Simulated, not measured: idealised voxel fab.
process module | voxel capacitor over wiring
cross-section cut | 285 nm wide | cells 5 nm
A cross-section is a grid of square cells, given in bands from the top down. A band is one or more rows of cells.
Each band's line starts with the height of the band's top and of its bottom, in nm. Then come its materials from left to right, each with its width in nm. One material with "throughout" fills the band from edge to edge. "air" is empty space.
Height 0 is the level under which the wafer as received is all one material. The lowest band goes on downwards, as in "0 down".
A width such as "30 to 40" changes by the same amount from each row of cells to the next, from the band's top row to its bottom row.
"no change" after a step means that no cell of the cross-section changed.
closed voids: empty space of 8 cells or more with no open way to the top, each as width x height at its distance from the left edge, in nm
after a step's settings: what the simulator itself notes on the step
overlay nm, on a step with a mask: how far to the right of its planned place the mask lay; to the left if negative
plan
1 op RECEIVE | material Si
2 op CONFORMAL_DEP | material SiO2 | thk nm 10
3 op DIRECTIONAL_DEP | material TiN | thk nm 5
4 op DIRECTIONAL_DEP | material Ru | thk nm 25
5 op PATTERN | tone cover | mask id METAL_1 | material resist | width nm 20 | pitch nm 75 | thk nm 20 | overlay nm 0
6 op DIRECTIONAL_ETCH | etch materials Ru | depth nm 25
7 op DIRECTIONAL_ETCH | etch materials TiN | depth nm 5
8 op STRIP | etch materials resist
9 op CONFORMAL_DEP | material SiN | thk nm 5
10 op FILL_DEP | material lowk | thk nm 5
11 op CMP | height nm 40
12 op CONFORMAL_DEP | material SiCN | thk nm 5
13 op DIRECTIONAL_DEP | material SiO2 | thk nm 20
14 op DIRECTIONAL_DEP | material aC | thk nm 10
15 op PATTERN | tone open | mask id PLUG_1 | material resist | width nm 15 | thk nm 30 | overlay nm 0
16 op DIRECTIONAL_ETCH | etch materials aC | depth nm 10
17 op STRIP | etch materials resist
18 op DIRECTIONAL_ETCH | etch materials SiO2 | depth nm 20
19 op DIRECTIONAL_ETCH | etch materials SiCN | depth nm 5
20 op STRIP | etch materials aC
21 op EPI | material Ru | thk nm 10
22 op EPI | material Ru | thk nm 10
23 op EPI | material Ru | thk nm 5
24 op DIRECTIONAL_DEP | material TiN | thk nm 10
25 op DIRECTIONAL_DEP | material Al2O3 | thk nm 5
26 op DIRECTIONAL_DEP | material TiN | thk nm 5
27 op DIRECTIONAL_DEP | material aC | thk nm 15
28 op PATTERN | tone cover | mask id UPPER_PLATE | material resist | width nm 60 | thk nm 35 | overlay nm 0
29 op DIRECTIONAL_ETCH | etch materials aC | depth nm 15
30 op STRIP | etch materials resist
31 op DIRECTIONAL_ETCH | etch materials TiN | depth nm 5
32 op DIRECTIONAL_ETCH | etch materials Al2O3 | depth nm 5
33 op STRIP | etch materials aC
34 op MASKED_ETCH | tone cover | mask id LOWER_PLATE | width nm 70 | etch materials TiN | depth nm 10 | overlay nm 0
35 op FILL_DEP | material SiO2 | thk nm 20
36 op CMP | height nm 100
37 op PATTERN | tone open | mask id PLUG_2 | material resist | width nm 15 | thk nm 15 | overlay nm 0
38 op DIRECTIONAL_ETCH | etch materials SiO2 | depth nm 15
39 op STRIP | etch materials resist
40 op CONFORMAL_DEP | material TiN | thk nm 5
41 op FILL_DEP | material Cu | thk nm 5
42 op CMP | height nm 100
43 op CONFORMAL_DEP | material SiN | thk nm 5
first wafer, as planned
as received, after step 1
  0 down: Si throughout
  closed voids: none
after step 2
  10 to 0: SiO2 throughout
  below 0: unchanged
after step 3
  15 to 10: TiN throughout
  below 10: unchanged
after step 4
  40 to 15: Ru throughout
  below 15: unchanged
after step 5
  60 to 40: air 95 | resist 20 | air 55 | resist 20 | air 95
  below 40: unchanged
after step 6
  60 to 40: air 95 | resist 20 | air 55 | resist 20 | air 95
  40 to 15: air 95 | Ru 20 | air 55 | Ru 20 | air 95
  below 15: unchanged
after step 7
  60 to 40: air 95 | resist 20 | air 55 | resist 20 | air 95
  40 to 15: air 95 | Ru 20 | air 55 | Ru 20 | air 95
  15 to 10: air 95 | TiN 20 | air 55 | TiN 20 | air 95
  below 10: unchanged
after step 8
  40 to 15: air 95 | Ru 20 | air 55 | Ru 20 | air 95
  below 15: unchanged
after step 9
  45 to 40: air 90 | SiN 30 | air 45 | SiN 30 | air 90
  40 to 15: air 90 | SiN 5 | Ru 20 | SiN 5 | air 45 | SiN 5 | Ru 20 | SiN 5 | air 90
  15 to 10: SiN 95 | TiN 20 | SiN 55 | TiN 20 | SiN 95
  below 10: unchanged
after step 10
  50 to 45: lowk throughout
  45 to 40: lowk 90 | SiN 30 | lowk 45 | SiN 30 | lowk 90
  40 to 15: lowk 90 | SiN 5 | Ru 20 | SiN 5 | lowk 45 | SiN 5 | Ru 20 | SiN 5 | lowk 90
  below 15: unchanged
after step 11
  40 to 15: lowk 90 | SiN 5 | Ru 20 | SiN 5 | lowk 45 | SiN 5 | Ru 20 | SiN 5 | lowk 90
  below 15: unchanged
after step 12
  45 to 40: SiCN throughout
  below 40: unchanged
after step 13
  65 to 45: SiO2 throughout
  below 45: unchanged
after step 14
  75 to 65: aC throughout
  below 65: unchanged
after step 15
  105 to 75: resist 100 | air 15 | resist 170
  below 75: unchanged
after step 16
  95 to 75: resist 100 | air 15 | resist 170
  75 to 65: aC 100 | air 15 | aC 170
  below 65: unchanged
after step 17
  75 to 65: aC 100 | air 15 | aC 170
  below 65: unchanged
after step 18
  75 to 65: aC 100 | air 15 | aC 170
  65 to 45: SiO2 100 | air 15 | SiO2 170
  below 45: unchanged
after step 19
  75 to 65: aC 100 | air 15 | aC 170
  65 to 45: SiO2 100 | air 15 | SiO2 170
  45 to 40: SiCN 100 | air 15 | SiCN 170
  below 40: unchanged
after step 20
  65 to 45: SiO2 100 | air 15 | SiO2 170
  below 45: unchanged
after step 21
  65 to 50: SiO2 100 | air 15 | SiO2 170
  50 to 45: SiO2 100 | Ru 15 | SiO2 170
  45 to 40: SiCN 100 | Ru 15 | SiCN 170
  below 40: unchanged
after step 22
  65 to 60: SiO2 100 | air 15 | SiO2 170
  60 to 45: SiO2 100 | Ru 15 | SiO2 170
  below 45: unchanged
after step 23
  65 to 45: SiO2 100 | Ru 15 | SiO2 170
  below 45: unchanged
after step 24
  75 to 65: TiN throughout
  below 65: unchanged
after step 25
  80 to 75: Al2O3 throughout
  below 75: unchanged
after step 26
  85 to 80: TiN throughout
  below 80: unchanged
after step 27
  100 to 85: aC throughout
  below 85: unchanged
after step 28
  135 to 100: air 100 | resist 60 | air 125
  below 100: unchanged
after step 29
  120 to 100: air 100 | resist 60 | air 125
  100 to 85: air 100 | aC 60 | air 125
  below 85: unchanged
after step 30
  100 to 85: air 100 | aC 60 | air 125
  below 85: unchanged
after step 31
  100 to 85: air 100 | aC 60 | air 125
  85 to 80: air 100 | TiN 60 | air 125
  below 80: unchanged
after step 32
  100 to 85: air 100 | aC 60 | air 125
  85 to 80: air 100 | TiN 60 | air 125
  80 to 75: air 100 | Al2O3 60 | air 125
  below 75: unchanged
after step 33
  85 to 80: air 100 | TiN 60 | air 125
  below 80: unchanged
after step 34
  85 to 80: air 100 | TiN 60 | air 125
  80 to 75: air 100 | Al2O3 60 | air 125
  75 to 65: air 95 | TiN 70 | air 120
  below 65: unchanged
after step 35
  105 to 85: SiO2 throughout
  85 to 80: SiO2 100 | TiN 60 | SiO2 125
  80 to 75: SiO2 100 | Al2O3 60 | SiO2 125
  75 to 65: SiO2 95 | TiN 70 | SiO2 120
  below 65: unchanged
after step 36
  100 to 85: SiO2 throughout
  below 85: unchanged
after step 37
  115 to 100: resist 110 | air 15 | resist 160
  below 100: unchanged
after step 38
  115 to 100: resist 110 | air 15 | resist 160
  100 to 85: SiO2 110 | air 15 | SiO2 160
  below 85: unchanged
after step 39
  100 to 85: SiO2 110 | air 15 | SiO2 160
  below 85: unchanged
after step 40
  105 to 100: TiN 115 | air 5 | TiN 165
  100 to 90: SiO2 110 | TiN 5 | air 5 | TiN 5 | SiO2 160
  90 to 80: SiO2 110 to 100 | TiN 15 to 60 | SiO2 160 to 125
  below 80: unchanged
after step 41
  110 to 105: Cu throughout
  105 to 100: TiN 115 | Cu 5 | TiN 165
  100 to 90: SiO2 110 | TiN 5 | Cu 5 | TiN 5 | SiO2 160
  below 90: unchanged
after step 42
  100 to 90: SiO2 110 | TiN 5 | Cu 5 | TiN 5 | SiO2 160
  below 90: unchanged
after step 43
  105 to 100: SiN throughout
  below 100: unchanged
second wafer: like start, like plan, one mistake. Through step 20 it matches the first wafer
when step 22 should have ended
  70 to 65: air 95 | Ru 25 | air 165
  65 to 45: SiO2 100 | Ru 15 | SiO2 170
  45 to 40: SiCN 100 | Ru 15 | SiCN 170
  below 40: unchanged
when step 23 should have ended
  75 to 65: air 90 | Ru 35 | air 160
  below 65: unchanged
when step 24 should have ended
  85 to 75: air 90 | TiN 35 | air 160
  75 to 65: TiN 90 | Ru 35 | TiN 160
  below 65: unchanged
when step 25 should have ended
  90 to 85: air 90 | Al2O3 35 | air 160
  85 to 80: air 90 | TiN 35 | air 160
  80 to 75: Al2O3 90 | TiN 35 | Al2O3 160
  below 75: unchanged
when step 26 should have ended
  95 to 90: air 90 | TiN 35 | air 160
  90 to 85: air 90 | Al2O3 35 | air 160
  85 to 80: TiN throughout
  below 80: unchanged
when step 27 should have ended
  110 to 100: air 90 | aC 35 | air 160
  100 to 95: aC throughout
  95 to 90: aC 90 | TiN 35 | aC 160
  90 to 85: aC 90 | Al2O3 35 | aC 160
  below 85: unchanged
when step 28 should have ended
  145 to 110: air 100 | resist 60 | air 125
  110 to 100: air 90 | aC 35 | resist 35 | air 125
  below 100: unchanged
when step 29 should have ended
  130 to 110: air 100 | resist 60 | air 125
  110 to 100: air 100 | aC 25 | resist 35 | air 125
  100 to 95: air 100 | aC 60 | air 125
  95 to 90: air 90 | TiN 35 | aC 35 | air 125
  90 to 85: air 90 | Al2O3 35 | aC 35 | air 125
  below 85: unchanged
when step 30 should have ended
  110 to 100: air 100 | aC 25 | air 160
  below 100: unchanged
when step 31 should have ended
  110 to 100: air 100 | aC 25 | air 160
  100 to 95: air 100 | aC 60 | air 125
  95 to 90: air 100 | TiN 25 | aC 35 | air 125
  90 to 85: air 90 | Al2O3 35 | aC 35 | air 125
  85 to 80: air 90 | TiN 70 | air 125
  below 80: unchanged
when step 32 should have ended
  110 to 100: air 100 | aC 25 | air 160
  100 to 95: air 100 | aC 60 | air 125
  95 to 90: air 100 | TiN 25 | aC 35 | air 125
  90 to 85: air 100 | Al2O3 25 | aC 35 | air 125
  85 to 80: air 90 | TiN 70 | air 125
  80 to 75: air 90 | TiN 35 | Al2O3 35 | air 125
  below 75: unchanged
when step 33 should have ended
  95 to 90: air 100 | TiN 25 | air 160
  90 to 85: air 100 | Al2O3 25 | air 160
  below 85: unchanged
when step 34 should have ended
  95 to 90: air 100 | TiN 25 | air 160
  90 to 85: air 100 | Al2O3 25 | air 160
  85 to 80: air 95 | TiN 65 | air 125
  80 to 75: air 95 | TiN 30 | Al2O3 35 | air 125
  75 to 65: air 90 | Ru 35 | TiN 40 | air 120
  below 65: unchanged
when step 35 should have ended
  115 to 95: SiO2 throughout
  95 to 90: SiO2 100 | TiN 25 | SiO2 160
  90 to 85: SiO2 100 | Al2O3 25 | SiO2 160
  85 to 80: SiO2 95 | TiN 65 | SiO2 125
  80 to 75: SiO2 95 | TiN 30 | Al2O3 35 | SiO2 125
  75 to 65: SiO2 90 | Ru 35 | TiN 40 | SiO2 120
  below 65: unchanged
when step 36 should have ended
  100 to 95: SiO2 throughout
  below 95: unchanged
when step 37 should have ended
  115 to 100: resist 110 | air 15 | resist 160
  below 100: unchanged
when step 38 should have ended
  115 to 100: resist 110 | air 15 | resist 160
  100 to 95: SiO2 110 | air 15 | SiO2 160
  below 95: unchanged
when step 39 should have ended
  100 to 95: SiO2 110 | air 15 | SiO2 160
  below 95: unchanged
when step 40 should have ended
  105 to 100: TiN 115 | air 5 | TiN 165
  100 to 90: SiO2 110 to 100 | TiN 15 to 25 | SiO2 160
  below 90: unchanged
when step 41 should have ended
  110 to 105: Cu throughout
  105 to 100: TiN 115 | Cu 5 | TiN 165
  below 100: unchanged
when step 42 should have ended
  100 to 90: SiO2 110 to 100 | TiN 15 to 25 | SiO2 160
  below 90: unchanged
when step 43 should have ended
  105 to 100: SiN throughout
  below 100: unchanged
what went wrong: one of the steps 21 and 22, which are alike, was run twice
at the end the second wafer has, in cells: 2 fewer of Cu | 14 more of Ru | 8 fewer of SiO2 | 4 fewer of TiN
